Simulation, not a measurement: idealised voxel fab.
Process module in this document: voxel transistor to metal
Square cell edge 5 nm, section width 190 nm, ID cut.
Notation: cross-section as square-cell grid; stated in bands, top first, going down; one or more cell rows per band. Look at the band entry: it leads with the top's height and the bottom's height in nm. Then it lists the materials left to right, with a width in nm for each. The word "throughout" on a single material says that material fills the band edge to edge. The word "air" is empty space. Height datum 0, below which the as-received substrate wafer is one material. Lowest band open at the bottom, running downward: "from 0 down". Per-row width for "30 to 40": begins at first number (top row of band), ends at second number (bottom row), increment between rows held constant. You'll sometimes find "nothing different" written for a step, and that's the way of saying that nowhere in the cross-section did a cell change during that step. Heads up: "Trapped cavities" only lists the empty pockets with no open path to the top that are 8 cells or more, and it writes them as width x height at distance, distance from the left edge, in nm. What comes after the settings on a step's line is commentary from the simulator itself on that step. The line of a step may include "overlay nm". On a step with a mask, this value is how far to the right of its planned place the mask lay. A negative value means the mask lay to the left.
plan:
1,RECEIVE, material Si
2,OXIDIZE, depth nm 5
3,CONFORMAL_DEP, material SiN, thk nm 15
4,DIRECTIONAL_DEP, material aC, thk nm 10
5,PATTERN, tone cover, mask id ACTIVE, material resist, width nm 110, thk nm 30, overlay nm 0
6,DIRECTIONAL_ETCH, etch materials aC, depth nm 10
7,STRIP, etch materials resist
8,DIRECTIONAL_ETCH, etch materials SiN, depth nm 15
9,DIRECTIONAL_ETCH, etch materials SiO2, depth nm 5
10,DIRECTIONAL_ETCH, etch materials Si, depth nm 25
11,STRIP, etch materials aC
12,OXIDIZE, depth nm 5
13,FILL_DEP, material SiO2, thk nm 10
14,CMP, height nm 15
15,SELECTIVE_ETCH, etch materials SiO2, depth nm 10
16,STRIP, etch materials SiN
17,SELECTIVE_ETCH, etch materials SiO2, depth nm 5
18,OXIDIZE, depth nm 5
19,DIRECTIONAL_DEP, material polySi, thk nm 20
20,DIRECTIONAL_DEP, material SiCN, thk nm 15
21,PATTERN, tone cover, mask id GATE, material resist, width nm 20, thk nm 15, overlay nm 0
22,DIRECTIONAL_ETCH, etch materials SiCN, depth nm 25
23,DIRECTIONAL_ETCH, etch materials polySi, depth nm 30
24,STRIP, etch materials resist
25,CONFORMAL_DEP, material SiN, thk nm 5
26,DIRECTIONAL_ETCH, etch materials SiN, depth nm 5
27,DIRECTIONAL_ETCH, etch materials SiO2, depth nm 5
28,EPI, material pSi, thk nm 5
29,FILL_DEP, material SiO2, thk nm 10
30,CMP, height nm 30
31,DIRECTIONAL_DEP, material SiO2, thk nm 15
32,DIRECTIONAL_DEP, material aC, thk nm 15
33,PATTERN, tone open, mask id CONTACT, material resist, width nm 35, pitch nm 65, thk nm 35, overlay nm 0
34,DIRECTIONAL_ETCH, etch materials aC, depth nm 15
35,STRIP, etch materials resist
36,DIRECTIONAL_ETCH, etch materials SiO2, depth nm 50
37,STRIP, etch materials aC
38,CONFORMAL_DEP, material TiN, thk nm 5
39,FILL_DEP, material Ru, thk nm 10
40,CMP, height nm 45
41,CONFORMAL_DEP, material SiCN, thk nm 5
42,DIRECTIONAL_DEP, material lowk, thk nm 25
43,DIRECTIONAL_DEP, material aC, thk nm 10
44,PATTERN, tone open, mask id METAL_1, material resist, width nm 20, pitch nm 80, thk nm 25, overlay nm 0
45,DIRECTIONAL_ETCH, etch materials aC, depth nm 10
46,STRIP, etch materials resist
47,DIRECTIONAL_ETCH, etch materials lowk, depth nm 25
48,DIRECTIONAL_ETCH, etch materials SiCN, depth nm 5
49,STRIP, etch materials aC
50,CONFORMAL_DEP, material TiN, thk nm 5
51,FILL_DEP, material Cu, thk nm 5
52,CMP, height nm 75
53,CONFORMAL_DEP, material SiCN, thk nm 5
Of two wafers, the first: run according to plan:
Cross-section of the wafer as it came to us, i.e., already through step 1:
* from 0 down = Si throughout
* Trapped cavities: none
After step 2, in cross-section:
* from 0 to -5 = SiO2 throughout
* Rest of section, below -5: as before.
After step 3, in cross-section:
* from 15 to 0 = SiN throughout
* Rest of section, below 0: as before.
After step 4, in cross-section:
* from 25 to 15 = aC throughout
* Rest of section, below 15: as before.
After step 5, in cross-section:
* from 55 to 25 = air: 40  resist: 110  air: 40
* Rest of section, below 25: as before.
After step 6, in cross-section:
* from 45 to 25 = air: 40  resist: 110  air: 40
* from 25 to 15 = air: 40  aC: 110  air: 40
* Rest of section, below 15: as before.
After step 7, in cross-section:
* from 25 to 15 = air: 40  aC: 110  air: 40
* Rest of section, below 15: as before.
After step 8, in cross-section:
* from 25 to 15 = air: 40  aC: 110  air: 40
* from 15 to 0 = air: 40  SiN: 110  air: 40
* Rest of section, below 0: as before.
After step 9, in cross-section:
* from 25 to 15 = air: 40  aC: 110  air: 40
* from 15 to 0 = air: 40  SiN: 110  air: 40
* from 0 to -5 = air: 40  SiO2: 110  air: 40
* Rest of section, below -5: as before.
After step 10, in cross-section:
* from 25 to 15 = air: 40  aC: 110  air: 40
* from 15 to 0 = air: 40  SiN: 110  air: 40
* from 0 to -5 = air: 40  SiO2: 110  air: 40
* from -5 to -30 = air: 40  Si: 110  air: 40
* Rest of section, below -30: as before.
After step 11, in cross-section:
* from 15 to 0 = air: 40  SiN: 110  air: 40
* Rest of section, below 0: as before.
After step 12, in cross-section:
* from 15 to 0 = air: 40  SiN: 110  air: 40
* from 0 to -5 = air: 40  SiO2: 110  air: 40
* from -5 to -30 = air: 40  SiO2: 5  Si: 100  SiO2: 5  air: 40
* from -30 to -35 = SiO2: 45  Si: 100  SiO2: 45
* Rest of section, below -35: as before.
After step 13, in cross-section:
* from 25 to 15 = SiO2 throughout
* from 15 to 0 = SiO2: 40  SiN: 110  SiO2: 40
* from 0 to -5 = SiO2 throughout
* from -5 to -35 = SiO2: 45  Si: 100  SiO2: 45
* Rest of section, below -35: as before.
After step 14, in cross-section:
* from 15 to 0 = SiO2: 40  SiN: 110  SiO2: 40
* Rest of section, below 0: as before.
After step 15, in cross-section:
* from 15 to 5 = air: 40  SiN: 110  air: 40
* Rest of section, below 5: as before.
After step 16, in cross-section:
* from 5 to 0 = SiO2: 40  air: 110  SiO2: 40
* Rest of section, below 0: as before.
After step 17, in cross-section:
* from 0 to -5 = SiO2: 35  air: 120  SiO2: 35
* Rest of section, below -5: as before.
After step 18, in cross-section:
* from 0 to -5 = SiO2: 35  air: 120  SiO2: 35
* from -5 to -10 = SiO2 throughout
* Rest of section, below -10: as before.
After step 19, in cross-section:
* from 20 to 15 = polySi: 35  air: 120  polySi: 35
* from 15 to 0 = polySi throughout
* from 0 to -5 = SiO2: 35  polySi: 120  SiO2: 35
* Rest of section, below -5: as before.
After step 20, in cross-section:
* from 35 to 30 = SiCN: 35  air: 120  SiCN: 35
* from 30 to 20 = SiCN throughout
* from 20 to 15 = polySi: 35  SiCN: 120  polySi: 35
* Rest of section, below 15: as before.
After step 21, in cross-section:
* from 50 to 35 = air: 85  resist: 20  air: 85
* from 35 to 30 = SiCN: 35  air: 50  resist: 20  air: 50  SiCN: 35
* Rest of section, below 30: as before.
After step 22, in cross-section:
* from 50 to 30 = air: 85  resist: 20  air: 85
* from 30 to 20 = air: 85  SiCN: 20  air: 85
* from 20 to 15 = polySi: 35  air: 50  SiCN: 20  air: 50  polySi: 35
* Rest of section, below 15: as before.
After step 23, in cross-section:
* from 50 to 30 = air: 85  resist: 20  air: 85
* from 30 to 15 = air: 85  SiCN: 20  air: 85
* from 15 to 0 = air: 85  polySi: 20  air: 85
* from 0 to -5 = SiO2: 35  air: 50  polySi: 20  air: 50  SiO2: 35
* Rest of section, below -5: as before.
After step 24, in cross-section:
* from 30 to 15 = air: 85  SiCN: 20  air: 85
* Rest of section, below 15: as before.
After step 25, in cross-section:
* from 35 to 30 = air: 80  SiN: 30  air: 80
* from 30 to 15 = air: 80  SiN: 5  SiCN: 20  SiN: 5  air: 80
* from 15 to 5 = air: 80  SiN: 5  polySi: 20  SiN: 5  air: 80
* from 5 to 0 = SiN: 40  air: 40  SiN: 5  polySi: 20  SiN: 5  air: 40  SiN: 40
* from 0 to -5 = SiO2: 35  SiN: 50  polySi: 20  SiN: 50  SiO2: 35
* Rest of section, below -5: as before.
After step 26, in cross-section:
* from 30 to 15 = air: 80  SiN: 5  SiCN: 20  SiN: 5  air: 80
* from 15 to 0 = air: 80  SiN: 5  polySi: 20  SiN: 5  air: 80
* from 0 to -5 = SiO2: 35  SiN: 5  air: 40  SiN: 5  polySi: 20  SiN: 5  air: 40  SiN: 5  SiO2: 35
* Rest of section, below -5: as before.
After step 27, in cross-section:
* from 30 to 15 = air: 80  SiN: 5  SiCN: 20  SiN: 5  air: 80
* from 15 to 0 = air: 80  SiN: 5  polySi: 20  SiN: 5  air: 80
* from 0 to -5 = air: 35  SiN: 5  air: 40  SiN: 5  polySi: 20  SiN: 5  air: 40  SiN: 5  air: 35
* from -5 to -10 = SiO2: 40  air: 40  SiO2: 30  air: 40  SiO2: 40
* Rest of section, below -10: as before.
After step 28, in cross-section:
* from 30 to 15 = air: 80  SiN: 5  SiCN: 20  SiN: 5  air: 80
* from 15 to 0 = air: 80  SiN: 5  polySi: 20  SiN: 5  air: 80
* from 0 to -5 = air: 35  SiN: 5  air: 40  SiN: 5  polySi: 20  SiN: 5  air: 40  SiN: 5  air: 35
* from -5 to -10 = SiO2: 40  pSi: 40  SiO2: 30  pSi: 40  SiO2: 40
* Rest of section, below -10: as before.
After step 29, in cross-section:
* from 40 to 30 = SiO2 throughout
* from 30 to 15 = SiO2: 80  SiN: 5  SiCN: 20  SiN: 5  SiO2: 80
* from 15 to 0 = SiO2: 80  SiN: 5  polySi: 20  SiN: 5  SiO2: 80
* from 0 to -5 = SiO2: 35  SiN: 5  SiO2: 40  SiN: 5  polySi: 20  SiN: 5  SiO2: 40  SiN: 5  SiO2: 35
* Rest of section, below -5: as before.
After step 30, in cross-section:
* from 30 to 15 = SiO2: 80  SiN: 5  SiCN: 20  SiN: 5  SiO2: 80
* Rest of section, below 15: as before.
After step 31, in cross-section:
* from 45 to 30 = SiO2 throughout
* Rest of section, below 30: as before.
After step 32, in cross-section:
* from 60 to 45 = aC throughout
* Rest of section, below 45: as before.
After step 33, in cross-section:
* from 95 to 60 = resist: 45  air: 35  resist: 30  air: 35  resist: 45
* Rest of section, below 60: as before.
After step 34, in cross-section:
* from 80 to 60 = resist: 45  air: 35  resist: 30  air: 35  resist: 45
* from 60 to 45 = aC: 45  air: 35  aC: 30  air: 35  aC: 45
* Rest of section, below 45: as before.
After step 35, in cross-section:
* from 60 to 45 = aC: 45  air: 35  aC: 30  air: 35  aC: 45
* Rest of section, below 45: as before.
After step 36, in cross-section:
* from 60 to 45 = aC: 45  air: 35  aC: 30  air: 35  aC: 45
* from 45 to 30 = SiO2: 45  air: 35  SiO2: 30  air: 35  SiO2: 45
* from 30 to 15 = SiO2: 45  air: 35  SiN: 5  SiCN: 20  SiN: 5  air: 35  SiO2: 45
* from 15 to 0 = SiO2: 45  air: 35  SiN: 5  polySi: 20  SiN: 5  air: 35  SiO2: 45
* from 0 to -5 = SiO2: 35  SiN: 5  SiO2: 5  air: 35  SiN: 5  polySi: 20  SiN: 5  air: 35  SiO2: 5  SiN: 5  SiO2: 35
* Rest of section, below -5: as before.
After step 37, in cross-section:
* from 45 to 30 = SiO2: 45  air: 35  SiO2: 30  air: 35  SiO2: 45
* Rest of section, below 30: as before.
After step 38, in cross-section:
* from 50 to 45 = TiN: 50  air: 25  TiN: 40  air: 25  TiN: 50
* from 45 to 30 = SiO2: 45  TiN: 5  air: 25  TiN: 5  SiO2: 30  TiN: 5  air: 25  TiN: 5  SiO2: 45
* from 30 to 15 = SiO2: 45  TiN: 5  air: 25  TiN: 5  SiN: 5  SiCN: 20  SiN: 5  TiN: 5  air: 25  TiN: 5  SiO2: 45
* from 15 to 0 = SiO2: 45  TiN: 5  air: 25  TiN: 5  SiN: 5  polySi: 20  SiN: 5  TiN: 5  air: 25  TiN: 5  SiO2: 45
* from 0 to -5 = SiO2: 35  SiN: 5  SiO2: 5  TiN: 35  SiN: 5  polySi: 20  SiN: 5  TiN: 35  SiO2: 5  SiN: 5  SiO2: 35
* Rest of section, below -5: as before.
After step 39, in cross-section:
* from 60 to 50 = Ru throughout
* from 50 to 45 = TiN: 50  Ru: 25  TiN: 40  Ru: 25  TiN: 50
* from 45 to 30 = SiO2: 45  TiN: 5  Ru: 25  TiN: 5  SiO2: 30  TiN: 5  Ru: 25  TiN: 5  SiO2: 45
* from 30 to 15 = SiO2: 45  TiN: 5  Ru: 25  TiN: 5  SiN: 5  SiCN: 20  SiN: 5  TiN: 5  Ru: 25  TiN: 5  SiO2: 45
* from 15 to 0 = SiO2: 45  TiN: 5  Ru: 25  TiN: 5  SiN: 5  polySi: 20  SiN: 5  TiN: 5  Ru: 25  TiN: 5  SiO2: 45
* Rest of section, below 0: as before.
After step 40, in cross-section:
* from 45 to 30 = SiO2: 45  TiN: 5  Ru: 25  TiN: 5  SiO2: 30  TiN: 5  Ru: 25  TiN: 5  SiO2: 45
* Rest of section, below 30: as before.
After step 41, in cross-section:
* from 50 to 45 = SiCN throughout
* Rest of section, below 45: as before.
After step 42, in cross-section:
* from 75 to 50 = lowk throughout
* Rest of section, below 50: as before.
After step 43, in cross-section:
* from 85 to 75 = aC throughout
* Rest of section, below 75: as before.
After step 44, in cross-section:
* from 110 to 85 = resist: 45  air: 20  resist: 60  air: 20  resist: 45
* Rest of section, below 85: as before.
After step 45, in cross-section:
* from 100 to 85 = resist: 45  air: 20  resist: 60  air: 20  resist: 45
* from 85 to 75 = aC: 45  air: 20  aC: 60  air: 20  aC: 45
* Rest of section, below 75: as before.
After step 46, in cross-section:
* from 85 to 75 = aC: 45  air: 20  aC: 60  air: 20  aC: 45
* Rest of section, below 75: as before.
After step 47, in cross-section:
* from 85 to 75 = aC: 45  air: 20  aC: 60  air: 20  aC: 45
* from 75 to 50 = lowk: 45  air: 20  lowk: 60  air: 20  lowk: 45
* Rest of section, below 50: as before.
After step 48, in cross-section:
* from 85 to 75 = aC: 45  air: 20  aC: 60  air: 20  aC: 45
* from 75 to 50 = lowk: 45  air: 20  lowk: 60  air: 20  lowk: 45
* from 50 to 45 = SiCN: 45  air: 20  SiCN: 60  air: 20  SiCN: 45
* Rest of section, below 45: as before.
After step 49, in cross-section:
* from 75 to 50 = lowk: 45  air: 20  lowk: 60  air: 20  lowk: 45
* Rest of section, below 50: as before.
After step 50, in cross-section:
* from 80 to 75 = TiN: 50  air: 10  TiN: 70  air: 10  TiN: 50
* from 75 to 50 = lowk: 45  TiN: 5  air: 10  TiN: 5  lowk: 60  TiN: 5  air: 10  TiN: 5  lowk: 45
* from 50 to 45 = SiCN: 45  TiN: 20  SiCN: 60  TiN: 20  SiCN: 45
* Rest of section, below 45: as before.
After step 51, in cross-section:
* from 85 to 80 = Cu throughout
* from 80 to 75 = TiN: 50  Cu: 10  TiN: 70  Cu: 10  TiN: 50
* from 75 to 50 = lowk: 45  TiN: 5  Cu: 10  TiN: 5  lowk: 60  TiN: 5  Cu: 10  TiN: 5  lowk: 45
* Rest of section, below 50: as before.
After step 52, in cross-section:
* from 75 to 50 = lowk: 45  TiN: 5  Cu: 10  TiN: 5  lowk: 60  TiN: 5  Cu: 10  TiN: 5  lowk: 45
* Rest of section, below 50: as before.
After step 53, in cross-section:
* from 80 to 75 = SiCN throughout
* Rest of section, below 75: as before.
Wafer two. Identical start, identical plan. One mistake in execution. Identical history through step 4:
At the planned end of step 5, the second wafer in cross-section:
* from 55 to 25 = air: 45  resist: 110  air: 35
* Rest of section, below 25: as before.
At the planned end of step 6, the second wafer in cross-section:
* from 45 to 25 = air: 45  resist: 110  air: 35
* from 25 to 15 = air: 45  aC: 110  air: 35
* Rest of section, below 15: as before.
At the planned end of step 7, the second wafer in cross-section:
* from 25 to 15 = air: 45  aC: 110  air: 35
* Rest of section, below 15: as before.
At the planned end of step 8, the second wafer in cross-section:
* from 25 to 15 = air: 45  aC: 110  air: 35
* from 15 to 0 = air: 45  SiN: 110  air: 35
* Rest of section, below 0: as before.
At the planned end of step 9, the second wafer in cross-section:
* from 25 to 15 = air: 45  aC: 110  air: 35
* from 15 to 0 = air: 45  SiN: 110  air: 35
* from 0 to -5 = air: 45  SiO2: 110  air: 35
* Rest of section, below -5: as before.
At the planned end of step 10, the second wafer in cross-section:
* from 25 to 15 = air: 45  aC: 110  air: 35
* from 15 to 0 = air: 45  SiN: 110  air: 35
* from 0 to -5 = air: 45  SiO2: 110  air: 35
* from -5 to -30 = air: 45  Si: 110  air: 35
* Rest of section, below -30: as before.
At the planned end of step 11, the second wafer in cross-section:
* from 15 to 0 = air: 45  SiN: 110  air: 35
* Rest of section, below 0: as before.
At the planned end of step 12, the second wafer in cross-section:
* from 15 to 0 = air: 45  SiN: 110  air: 35
* from 0 to -5 = air: 45  SiO2: 110  air: 35
* from -5 to -30 = air: 45  SiO2: 5  Si: 100  SiO2: 5  air: 35
* from -30 to -35 = SiO2: 50  Si: 100  SiO2: 40
* Rest of section, below -35: as before.
At the planned end of step 13, the second wafer in cross-section:
* from 25 to 15 = SiO2 throughout
* from 15 to 0 = SiO2: 45  SiN: 110  SiO2: 35
* from 0 to -5 = SiO2 throughout
* from -5 to -35 = SiO2: 50  Si: 100  SiO2: 40
* Rest of section, below -35: as before.
At the planned end of step 14, the second wafer in cross-section:
* from 15 to 0 = SiO2: 45  SiN: 110  SiO2: 35
* Rest of section, below 0: as before.
At the planned end of step 15, the second wafer in cross-section:
* from 15 to 5 = air: 45  SiN: 110  air: 35
* Rest of section, below 5: as before.
At the planned end of step 16, the second wafer in cross-section:
* from 5 to 0 = SiO2: 45  air: 110  SiO2: 35
* Rest of section, below 0: as before.
At the planned end of step 17, the second wafer in cross-section:
* from 0 to -5 = SiO2: 40  air: 120  SiO2: 30
* Rest of section, below -5: as before.
At the planned end of step 18, the second wafer in cross-section:
* from 0 to -5 = SiO2: 40  air: 120  SiO2: 30
* from -5 to -10 = SiO2 throughout
* Rest of section, below -10: as before.
At the planned end of step 19, the second wafer in cross-section:
* from 20 to 15 = polySi: 40  air: 120  polySi: 30
* from 15 to 0 = polySi throughout
* from 0 to -5 = SiO2: 40  polySi: 120  SiO2: 30
* Rest of section, below -5: as before.
At the planned end of step 20, the second wafer in cross-section:
* from 35 to 30 = SiCN: 40  air: 120  SiCN: 30
* from 30 to 20 = SiCN throughout
* from 20 to 15 = polySi: 40  SiCN: 120  polySi: 30
* Rest of section, below 15: as before.
At the planned end of step 21, the second wafer in cross-section:
* from 50 to 35 = air: 85  resist: 20  air: 85
* from 35 to 30 = SiCN: 40  air: 45  resist: 20  air: 55  SiCN: 30
* Rest of section, below 30: as before.
At the planned end of step 22, the second wafer in cross-section:
* from 50 to 30 = air: 85  resist: 20  air: 85
* from 30 to 20 = air: 85  SiCN: 20  air: 85
* from 20 to 15 = polySi: 40  air: 45  SiCN: 20  air: 55  polySi: 30
* Rest of section, below 15: as before.
At the planned end of step 23, the second wafer in cross-section:
* from 50 to 30 = air: 85  resist: 20  air: 85
* from 30 to 15 = air: 85  SiCN: 20  air: 85
* from 15 to 0 = air: 85  polySi: 20  air: 85
* from 0 to -5 = SiO2: 40  air: 45  polySi: 20  air: 55  SiO2: 30
* Rest of section, below -5: as before.
At the planned end of step 24, the second wafer in cross-section:
* from 30 to 15 = air: 85  SiCN: 20  air: 85
* Rest of section, below 15: as before.
At the planned end of step 25, the second wafer in cross-section:
* from 35 to 30 = air: 80  SiN: 30  air: 80
* from 30 to 15 = air: 80  SiN: 5  SiCN: 20  SiN: 5  air: 80
* from 15 to 5 = air: 80  SiN: 5  polySi: 20  SiN: 5  air: 80
* from 5 to 0 = SiN: 45  air: 35  SiN: 5  polySi: 20  SiN: 5  air: 45  SiN: 35
* from 0 to -5 = SiO2: 40  SiN: 45  polySi: 20  SiN: 55  SiO2: 30
* Rest of section, below -5: as before.
At the planned end of step 26, the second wafer in cross-section:
* from 30 to 15 = air: 80  SiN: 5  SiCN: 20  SiN: 5  air: 80
* from 15 to 0 = air: 80  SiN: 5  polySi: 20  SiN: 5  air: 80
* from 0 to -5 = SiO2: 40  SiN: 5  air: 35  SiN: 5  polySi: 20  SiN: 5  air: 45  SiN: 5  SiO2: 30
* Rest of section, below -5: as before.
At the planned end of step 27, the second wafer in cross-section:
* from 30 to 15 = air: 80  SiN: 5  SiCN: 20  SiN: 5  air: 80
* from 15 to 0 = air: 80  SiN: 5  polySi: 20  SiN: 5  air: 80
* from 0 to -5 = air: 40  SiN: 5  air: 35  SiN: 5  polySi: 20  SiN: 5  air: 45  SiN: 5  air: 30
* from -5 to -10 = SiO2: 45  air: 35  SiO2: 30  air: 45  SiO2: 35
* Rest of section, below -10: as before.
At the planned end of step 28, the second wafer in cross-section:
* from 30 to 15 = air: 80  SiN: 5  SiCN: 20  SiN: 5  air: 80
* from 15 to 0 = air: 80  SiN: 5  polySi: 20  SiN: 5  air: 80
* from 0 to -5 = air: 40  SiN: 5  air: 35  SiN: 5  polySi: 20  SiN: 5  air: 45  SiN: 5  air: 30
* from -5 to -10 = SiO2: 45  pSi: 35  SiO2: 30  pSi: 45  SiO2: 35
* Rest of section, below -10: as before.
At the planned end of step 29, the second wafer in cross-section:
* from 40 to 30 = SiO2 throughout
* from 30 to 15 = SiO2: 80  SiN: 5  SiCN: 20  SiN: 5  SiO2: 80
* from 15 to 0 = SiO2: 80  SiN: 5  polySi: 20  SiN: 5  SiO2: 80
* from 0 to -5 = SiO2: 40  SiN: 5  SiO2: 35  SiN: 5  polySi: 20  SiN: 5  SiO2: 45  SiN: 5  SiO2: 30
* Rest of section, below -5: as before.
At the planned end of step 30, the second wafer in cross-section:
* from 30 to 15 = SiO2: 80  SiN: 5  SiCN: 20  SiN: 5  SiO2: 80
* Rest of section, below 15: as before.
At the planned end of step 31, the second wafer in cross-section:
* from 45 to 30 = SiO2 throughout
* Rest of section, below 30: as before.
At the planned end of step 32, the second wafer in cross-section:
* from 60 to 45 = aC throughout
* Rest of section, below 45: as before.
At the planned end of step 33, the second wafer in cross-section:
* from 95 to 60 = resist: 45  air: 35  resist: 30  air: 35  resist: 45
* Rest of section, below 60: as before.
At the planned end of step 34, the second wafer in cross-section:
* from 80 to 60 = resist: 45  air: 35  resist: 30  air: 35  resist: 45
* from 60 to 45 = aC: 45  air: 35  aC: 30  air: 35  aC: 45
* Rest of section, below 45: as before.
At the planned end of step 35, the second wafer in cross-section:
* from 60 to 45 = aC: 45  air: 35  aC: 30  air: 35  aC: 45
* Rest of section, below 45: as before.
At the planned end of step 36, the second wafer in cross-section:
* from 60 to 45 = aC: 45  air: 35  aC: 30  air: 35  aC: 45
* from 45 to 30 = SiO2: 45  air: 35  SiO2: 30  air: 35  SiO2: 45
* from 30 to 15 = SiO2: 45  air: 35  SiN: 5  SiCN: 20  SiN: 5  air: 35  SiO2: 45
* from 15 to 0 = SiO2: 45  air: 35  SiN: 5  polySi: 20  SiN: 5  air: 35  SiO2: 45
* from 0 to -5 = SiO2: 40  SiN: 5  air: 35  SiN: 5  polySi: 20  SiN: 5  air: 35  SiO2: 10  SiN: 5  SiO2: 30
* Rest of section, below -5: as before.
At the planned end of step 37, the second wafer in cross-section:
* from 45 to 30 = SiO2: 45  air: 35  SiO2: 30  air: 35  SiO2: 45
* Rest of section, below 30: as before.
At the planned end of step 38, the second wafer in cross-section:
* from 50 to 45 = TiN: 50  air: 25  TiN: 40  air: 25  TiN: 50
* from 45 to 30 = SiO2: 45  TiN: 5  air: 25  TiN: 5  SiO2: 30  TiN: 5  air: 25  TiN: 5  SiO2: 45
* from 30 to 15 = SiO2: 45  TiN: 5  air: 25  TiN: 5  SiN: 5  SiCN: 20  SiN: 5  TiN: 5  air: 25  TiN: 5  SiO2: 45
* from 15 to 0 = SiO2: 45  TiN: 5  air: 25  TiN: 5  SiN: 5  polySi: 20  SiN: 5  TiN: 5  air: 25  TiN: 5  SiO2: 45
* from 0 to -5 = SiO2: 40  SiN: 5  TiN: 35  SiN: 5  polySi: 20  SiN: 5  TiN: 35  SiO2: 10  SiN: 5  SiO2: 30
* Rest of section, below -5: as before.
At the planned end of step 39, the second wafer in cross-section:
* from 60 to 50 = Ru throughout
* from 50 to 45 = TiN: 50  Ru: 25  TiN: 40  Ru: 25  TiN: 50
* from 45 to 30 = SiO2: 45  TiN: 5  Ru: 25  TiN: 5  SiO2: 30  TiN: 5  Ru: 25  TiN: 5  SiO2: 45
* from 30 to 15 = SiO2: 45  TiN: 5  Ru: 25  TiN: 5  SiN: 5  SiCN: 20  SiN: 5  TiN: 5  Ru: 25  TiN: 5  SiO2: 45
* from 15 to 0 = SiO2: 45  TiN: 5  Ru: 25  TiN: 5  SiN: 5  polySi: 20  SiN: 5  TiN: 5  Ru: 25  TiN: 5  SiO2: 45
* Rest of section, below 0: as before.
At the planned end of step 40, the second wafer in cross-section:
* from 45 to 30 = SiO2: 45  TiN: 5  Ru: 25  TiN: 5  SiO2: 30  TiN: 5  Ru: 25  TiN: 5  SiO2: 45
* Rest of section, below 30: as before.
At the planned end of step 41, the second wafer in cross-section:
* from 50 to 45 = SiCN throughout
* Rest of section, below 45: as before.
At the planned end of step 42, the second wafer in cross-section:
* from 75 to 50 = lowk throughout
* Rest of section, below 50: as before.
At the planned end of step 43, the second wafer in cross-section:
* from 85 to 75 = aC throughout
* Rest of section, below 75: as before.
At the planned end of step 44, the second wafer in cross-section:
* from 110 to 85 = resist: 45  air: 20  resist: 60  air: 20  resist: 45
* Rest of section, below 85: as before.
At the planned end of step 45, the second wafer in cross-section:
* from 100 to 85 = resist: 45  air: 20  resist: 60  air: 20  resist: 45
* from 85 to 75 = aC: 45  air: 20  aC: 60  air: 20  aC: 45
* Rest of section, below 75: as before.
At the planned end of step 46, the second wafer in cross-section:
* from 85 to 75 = aC: 45  air: 20  aC: 60  air: 20  aC: 45
* Rest of section, below 75: as before.
At the planned end of step 47, the second wafer in cross-section:
* from 85 to 75 = aC: 45  air: 20  aC: 60  air: 20  aC: 45
* from 75 to 50 = lowk: 45  air: 20  lowk: 60  air: 20  lowk: 45
* Rest of section, below 50: as before.
At the planned end of step 48, the second wafer in cross-section:
* from 85 to 75 = aC: 45  air: 20  aC: 60  air: 20  aC: 45
* from 75 to 50 = lowk: 45  air: 20  lowk: 60  air: 20  lowk: 45
* from 50 to 45 = SiCN: 45  air: 20  SiCN: 60  air: 20  SiCN: 45
* Rest of section, below 45: as before.
At the planned end of step 49, the second wafer in cross-section:
* from 75 to 50 = lowk: 45  air: 20  lowk: 60  air: 20  lowk: 45
* Rest of section, below 50: as before.
At the planned end of step 50, the second wafer in cross-section:
* from 80 to 75 = TiN: 50  air: 10  TiN: 70  air: 10  TiN: 50
* from 75 to 50 = lowk: 45  TiN: 5  air: 10  TiN: 5  lowk: 60  TiN: 5  air: 10  TiN: 5  lowk: 45
* from 50 to 45 = SiCN: 45  TiN: 20  SiCN: 60  TiN: 20  SiCN: 45
* Rest of section, below 45: as before.
At the planned end of step 51, the second wafer in cross-section:
* from 85 to 80 = Cu throughout
* from 80 to 75 = TiN: 50  Cu: 10  TiN: 70  Cu: 10  TiN: 50
* from 75 to 50 = lowk: 45  TiN: 5  Cu: 10  TiN: 5  lowk: 60  TiN: 5  Cu: 10  TiN: 5  lowk: 45
* Rest of section, below 50: as before.
At the planned end of step 52, the second wafer in cross-section:
* from 75 to 50 = lowk: 45  TiN: 5  Cu: 10  TiN: 5  lowk: 60  TiN: 5  Cu: 10  TiN: 5  lowk: 45
* Rest of section, below 50: as before.
At the planned end of step 53, the second wafer in cross-section:
* from 80 to 75 = SiCN throughout
* Rest of section, below 75: as before.
Nonconformance to the process plan: step 5 went in with a setting other than planned; the actual run was PATTERN, tone cover, mask id ACTIVE, material resist, width nm 110, thk nm 30, overlay nm 5
End check, second vs first wafer: material counts in cells match, positions do not.
